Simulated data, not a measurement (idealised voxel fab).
This is a process module. Its name is voxel ribs on slabs.
The cross-section on display is named cut; it measures 220 nm wide, and its cells are 5 nm squares.
Just so we're on the same page, the cross-sections are grids of square cells, and they're listed out in bands top to bottom, each band one or more rows deep.
Top height, bottom height, nm. Materials left to right, width each, nm. Single material + "full width" = fills band edge to edge. "blank" = empty.
The reference from which all heights are counted is 0, the level beneath which the as-received wafer is entirely one material; the lowest band, having no lower bound, proceeds downward and is written after the example "top 0, no bottom".
Graded width ("30 to 40"): value in top row of band = first number; value in bottom row = second number; row-to-row change constant.
Step marked "nothing got changed"? Then no cell in the cross-section changed in it.
"Sealed void listing": sealed empty spaces, 8 cells or more, no open way to top, listed width x height at distance, with distance from the left edge and width, height and distance in nm.
Read whatever lies past the settings on a step's line as the simulator's own remark about the step.
overlay nm: mask right of planned place by this much (step with mask). Neg. = left.
-- Listed below are the process steps as planned
1: RECEIVE (material Si)
2: DIRECTIONAL_DEP (material SiO2; thk nm 20)
3: DIRECTIONAL_DEP (material polySi; thk nm 25)
4: MASKED_ETCH (tone cover; mask id RIB; width nm 20; etch materials polySi; depth nm 15; overlay nm 0)
5: PATTERN (tone cover; mask id SLAB; material resist; width nm 50; thk nm 20; overlay nm 0)
6: DIRECTIONAL_ETCH (etch materials polySi; depth nm 10)
7: STRIP (etch materials resist)
8: FILL_DEP (material SiO2; thk nm 20)
9: CMP (height nm 60)
10: DIRECTIONAL_DEP (material W; thk nm 5)
11: PATTERN (tone cover; mask id HEATER; material resist; width nm 30; thk nm 20; overlay nm 0)
12: DIRECTIONAL_ETCH (etch materials W; depth nm 5)
13: STRIP (etch materials resist)
14: CONFORMAL_DEP (material SiN; thk nm 5)
-- Cross-section of the wafer upon arrival, representing the state reached after step 1
> top 0, no bottom: Si full width
> Sealed void listing: none
-- The following cross-section depicts the wafer upon conclusion of the module. Processing commenced from the starting condition illustrated above and adhered to the plan illustrated above, save for one mistake in execution
> top 70, bottom 65: blank: 90, then SiN: 40, then blank: 90
> top 65, bottom 60: SiN: 95, then W: 30, then SiN: 95
> top 60, bottom 45: W full width
> top 45, bottom 30: W: 100, then polySi: 20, then W: 100
> top 30, bottom 20: W: 85, then polySi: 50, then W: 85
> top 20, bottom 0: SiO2 full width
> top 0, no bottom: Si full width
> Sealed void listing: none
Heads up, the wafer didn't run the way we planned it: it should be noted that step 8 was executed with settings other than those planned, the operation and settings actually applied being FILL_DEP (material W; thk nm 20)
